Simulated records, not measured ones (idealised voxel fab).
Documented hereafter: the process module known as voxel self aligned contacts.
The width of the displayed cross-section, cut, is 200 nm; its cells are square, with a size of 5 nm.
Cross-section spec: square-cell grid; bands listed top down; each band is one or more rows. A band entry consists of two parts. The first gives the height of the band's top and the height of its bottom, in nm. The rest lists the band's materials from left to right, each with its width in nm. A single material labelled with the word "edge to edge" fills the band from edge to edge, and the word "blank" marks empty space. Measure heights from 0. That's the level where, below it, the as-received wafer is all one material. The lowest band is bottomless and extends downward; write it as in "0..down". It should be noted that a width expressed as "30 to 40" varies in equal increments from row to row of cells within the band, taking the value of the first number at the top row and that of the second number at the bottom row. "nothing changed" (step): cross-section cells unchanged, all of them. "Closed void register" lists enclosed empty spaces (at least 8 cells, no open path upward to the top), each as width x height at distance from the left edge, in nm. Where a step's line continues beyond its settings, the continuation is a remark by the simulator itself on that step. The line of a step may include "overlay nm". On a step with a mask, this value is how far to the right of its planned place the mask lay. A negative value means the mask lay to the left.

The planned process steps are enumerated hereunder
1,RECEIVE (material Si)
2,CONFORMAL_DEP (material SiO2; thk nm 5)
3,DIRECTIONAL_DEP (material polySi; thk nm 25)
4,DIRECTIONAL_DEP (material SiN; thk nm 20)
5,DIRECTIONAL_DEP (material aC; thk nm 15)
6,PATTERN (tone cover; mask id GATE; material resist; width nm 35; pitch nm 70; thk nm 35; overlay nm 0)
7,DIRECTIONAL_ETCH (etch materials aC; depth nm 15)
8,STRIP (etch materials resist)
9,DIRECTIONAL_ETCH (etch materials SiN; depth nm 20)
10,DIRECTIONAL_ETCH (etch materials polySi; depth nm 25)
11,STRIP (etch materials aC)
12,CONFORMAL_DEP (material SiN; thk nm 10)
13,DIRECTIONAL_ETCH (etch materials SiN; depth nm 10)
14,FILL_DEP (material SiO2; thk nm 10)
15,CMP (height nm 55)
16,PATTERN (tone open; mask id CONTACT; material resist; width nm 55; thk nm 15; overlay nm 0)
17,DIRECTIONAL_ETCH (etch materials SiO2; depth nm 55)
18,STRIP (etch materials resist)
19,CONFORMAL_DEP (material TiN; thk nm 5)
20,FILL_DEP (material W; thk nm 5)
21,CMP (height nm 55)
22,CONFORMAL_DEP (material SiN; thk nm 5)

Account of the first of two wafers, which was processed as intended

Cross-section: wafer on arrival = after step 1
    0..down | Si edge to edge
    Closed void register: none

Once step 2 is through, the wafer looks like this in cross-section
    5..0 | SiO2 edge to edge
    Lower than 0, everything is as it was.

Once step 3 is through, the wafer looks like this in cross-section
    30..5 | polySi edge to edge
    Lower than 5, everything is as it was.

Once step 4 is through, the wafer looks like this in cross-section
    50..30 | SiN edge to edge
    Lower than 30, everything is as it was.

Once step 5 is through, the wafer looks like this in cross-section
    65..50 | aC edge to edge
    Lower than 50, everything is as it was.

Once step 6 is through, the wafer looks like this in cross-section
    100..65 | blank: 45, resist: 35, blank: 35, resist: 35, blank: 50
    Lower than 65, everything is as it was.

Once step 7 is through, the wafer looks like this in cross-section
    85..65 | blank: 45, resist: 35, blank: 35, resist: 35, blank: 50
    65..50 | blank: 45, aC: 35, blank: 35, aC: 35, blank: 50
    Lower than 50, everything is as it was.

Once step 8 is through, the wafer looks like this in cross-section
    65..50 | blank: 45, aC: 35, blank: 35, aC: 35, blank: 50
    Lower than 50, everything is as it was.

Once step 9 is through, the wafer looks like this in cross-section
    65..50 | blank: 45, aC: 35, blank: 35, aC: 35, blank: 50
    50..30 | blank: 45, SiN: 35, blank: 35, SiN: 35, blank: 50
    Lower than 30, everything is as it was.

Once step 10 is through, the wafer looks like this in cross-section
    65..50 | blank: 45, aC: 35, blank: 35, aC: 35, blank: 50
    50..30 | blank: 45, SiN: 35, blank: 35, SiN: 35, blank: 50
    30..5 | blank: 45, polySi: 35, blank: 35, polySi: 35, blank: 50
    Lower than 5, everything is as it was.

Once step 11 is through, the wafer looks like this in cross-section
    50..30 | blank: 45, SiN: 35, blank: 35, SiN: 35, blank: 50
    Lower than 30, everything is as it was.

Once step 12 is through, the wafer looks like this in cross-section
    60..30 | blank: 35, SiN: 55, blank: 15, SiN: 55, blank: 40
    30..15 | blank: 35, SiN: 10, polySi: 35, SiN: 10, blank: 15, SiN: 10, polySi: 35, SiN: 10, blank: 40
    15..5 | SiN: 45, polySi: 35, SiN: 35, polySi: 35, SiN: 50
    Lower than 5, everything is as it was.

Once step 13 is through, the wafer looks like this in cross-section
    50..30 | blank: 35, SiN: 55, blank: 15, SiN: 55, blank: 40
    30..5 | blank: 35, SiN: 10, polySi: 35, SiN: 10, blank: 15, SiN: 10, polySi: 35, SiN: 10, blank: 40
    Lower than 5, everything is as it was.

Once step 14 is through, the wafer looks like this in cross-section
    60..50 | SiO2 edge to edge
    50..30 | SiO2: 35, SiN: 55, SiO2: 15, SiN: 55, SiO2: 40
    30..5 | SiO2: 35, SiN: 10, polySi: 35, SiN: 10, SiO2: 15, SiN: 10, polySi: 35, SiN: 10, SiO2: 40
    Lower than 5, everything is as it was.

Once step 15 is through, the wafer looks like this in cross-section
    55..50 | SiO2 edge to edge
    Lower than 50, everything is as it was.

Once step 16 is through, the wafer looks like this in cross-section
    70..55 | resist: 70, blank: 55, resist: 75
    Lower than 55, everything is as it was.

Once step 17 is through, the wafer looks like this in cross-section
    70..55 | resist: 70, blank: 55, resist: 75
    55..50 | SiO2: 70, blank: 55, SiO2: 75
    50..30 | SiO2: 35, SiN: 55, blank: 15, SiN: 55, SiO2: 40
    30..5 | SiO2: 35, SiN: 10, polySi: 35, SiN: 10, blank: 15, SiN: 10, polySi: 35, SiN: 10, SiO2: 40
    5..0 | SiO2: 90, blank: 15, SiO2: 95
    Lower than 0, everything is as it was.

Once step 18 is through, the wafer looks like this in cross-section
    55..50 | SiO2: 70, blank: 55, SiO2: 75
    Lower than 50, everything is as it was.

Once step 19 is through, the wafer looks like this in cross-section
    60..55 | TiN: 75, blank: 45, TiN: 80
    55..50 | SiO2: 70, TiN: 25, blank: 5, TiN: 25, SiO2: 75
    50..30 | SiO2: 35, SiN: 55, TiN: 5, blank: 5, TiN: 5, SiN: 55, SiO2: 40
    30..5 | SiO2: 35, SiN: 10, polySi: 35, SiN: 10, TiN: 5, blank: 5, TiN: 5, SiN: 10, polySi: 35, SiN: 10, SiO2: 40
    5..0 | SiO2: 90, TiN: 15, SiO2: 95
    Lower than 0, everything is as it was.

Once step 20 is through, the wafer looks like this in cross-section
    65..60 | W edge to edge
    60..55 | TiN: 75, W: 45, TiN: 80
    55..50 | SiO2: 70, TiN: 25, W: 5, TiN: 25, SiO2: 75
    50..30 | SiO2: 35, SiN: 55, TiN: 5, W: 5, TiN: 5, SiN: 55, SiO2: 40
    30..5 | SiO2: 35, SiN: 10, polySi: 35, SiN: 10, TiN: 5, W: 5, TiN: 5, SiN: 10, polySi: 35, SiN: 10, SiO2: 40
    Lower than 5, everything is as it was.

Once step 21 is through, the wafer looks like this in cross-section
    55..50 | SiO2: 70, TiN: 25, W: 5, TiN: 25, SiO2: 75
    Lower than 50, everything is as it was.

Once step 22 is through, the wafer looks like this in cross-section
    60..55 | SiN edge to edge
    Lower than 55, everything is as it was.

What follows concerns the second wafer, which started out like the first and was meant to follow the very same plan; one mistake crept in when it was run, but everything up to and including step 1 is the same as for the first wafer

Look at the second wafer in cross-section at the time step 2 ought to have finished
    25..0 | polySi edge to edge
    Lower than 0, everything is as it was.

Look at the second wafer in cross-section at the time step 3 ought to have finished
    30..25 | SiO2 edge to edge
    Lower than 25, everything is as it was.

Look at the second wafer in cross-section at the time step 4 ought to have finished
    50..30 | SiN edge to edge
    Lower than 30, everything is as it was.

Look at the second wafer in cross-section at the time step 5 ought to have finished
    65..50 | aC edge to edge
    Lower than 50, everything is as it was.

Look at the second wafer in cross-section at the time step 6 ought to have finished
    100..65 | blank: 45, resist: 35, blank: 35, resist: 35, blank: 50
    Lower than 65, everything is as it was.

Look at the second wafer in cross-section at the time step 7 ought to have finished
    85..65 | blank: 45, resist: 35, blank: 35, resist: 35, blank: 50
    65..50 | blank: 45, aC: 35, blank: 35, aC: 35, blank: 50
    Lower than 50, everything is as it was.

Look at the second wafer in cross-section at the time step 8 ought to have finished
    65..50 | blank: 45, aC: 35, blank: 35, aC: 35, blank: 50
    Lower than 50, everything is as it was.

Look at the second wafer in cross-section at the time step 9 ought to have finished
    65..50 | blank: 45, aC: 35, blank: 35, aC: 35, blank: 50
    50..30 | blank: 45, SiN: 35, blank: 35, SiN: 35, blank: 50
    Lower than 30, everything is as it was.

Look at the second wafer in cross-section at the time step 10 ought to have finished: nothing changed

Look at the second wafer in cross-section at the time step 11 ought to have finished
    50..30 | blank: 45, SiN: 35, blank: 35, SiN: 35, blank: 50
    Lower than 30, everything is as it was.

Look at the second wafer in cross-section at the time step 12 ought to have finished
    60..40 | blank: 35, SiN: 55, blank: 15, SiN: 55, blank: 40
    40..30 | SiN edge to edge
    Lower than 30, everything is as it was.

Look at the second wafer in cross-section at the time step 13 ought to have finished
    50..30 | blank: 35, SiN: 55, blank: 15, SiN: 55, blank: 40
    Lower than 30, everything is as it was.

Look at the second wafer in cross-section at the time step 14 ought to have finished
    60..50 | SiO2 edge to edge
    50..30 | SiO2: 35, SiN: 55, SiO2: 15, SiN: 55, SiO2: 40
    Lower than 30, everything is as it was.

Look at the second wafer in cross-section at the time step 15 ought to have finished
    55..50 | SiO2 edge to edge
    Lower than 50, everything is as it was.

Look at the second wafer in cross-section at the time step 16 ought to have finished
    70..55 | resist: 70, blank: 55, resist: 75
    Lower than 55, everything is as it was.

Look at the second wafer in cross-section at the time step 17 ought to have finished
    70..55 | resist: 70, blank: 55, resist: 75
    55..50 | SiO2: 70, blank: 55, SiO2: 75
    50..30 | SiO2: 35, SiN: 55, blank: 15, SiN: 55, SiO2: 40
    30..25 | SiO2: 90, blank: 15, SiO2: 95
    Lower than 25, everything is as it was.

Look at the second wafer in cross-section at the time step 18 ought to have finished
    55..50 | SiO2: 70, blank: 55, SiO2: 75
    Lower than 50, everything is as it was.

Look at the second wafer in cross-section at the time step 19 ought to have finished
    60..55 | TiN: 75, blank: 45, TiN: 80
    55..50 | SiO2: 70, TiN: 25, blank: 5, TiN: 25, SiO2: 75
    50..30 | SiO2: 35, SiN: 55, TiN: 5, blank: 5, TiN: 5, SiN: 55, SiO2: 40
    30..25 | SiO2: 90, TiN: 15, SiO2: 95
    Lower than 25, everything is as it was.

Look at the second wafer in cross-section at the time step 20 ought to have finished
    65..60 | W edge to edge
    60..55 | TiN: 75, W: 45, TiN: 80
    55..50 | SiO2: 70, TiN: 25, W: 5, TiN: 25, SiO2: 75
    50..30 | SiO2: 35, SiN: 55, TiN: 5, W: 5, TiN: 5, SiN: 55, SiO2: 40
    Lower than 30, everything is as it was.

Look at the second wafer in cross-section at the time step 21 ought to have finished
    55..50 | SiO2: 70, TiN: 25, W: 5, TiN: 25, SiO2: 75
    Lower than 50, everything is as it was.

Look at the second wafer in cross-section at the time step 22 ought to have finished
    60..55 | SiN edge to edge
    Lower than 55, everything is as it was.
Against the plan, the run slipped here: it was found that steps 2 and 3 of the process plan had been performed in exchanged positions
at the end the second wafer has, in cells: -40 SiN; -75 SiO2; -10 TiN; -5 W; +130 polySi
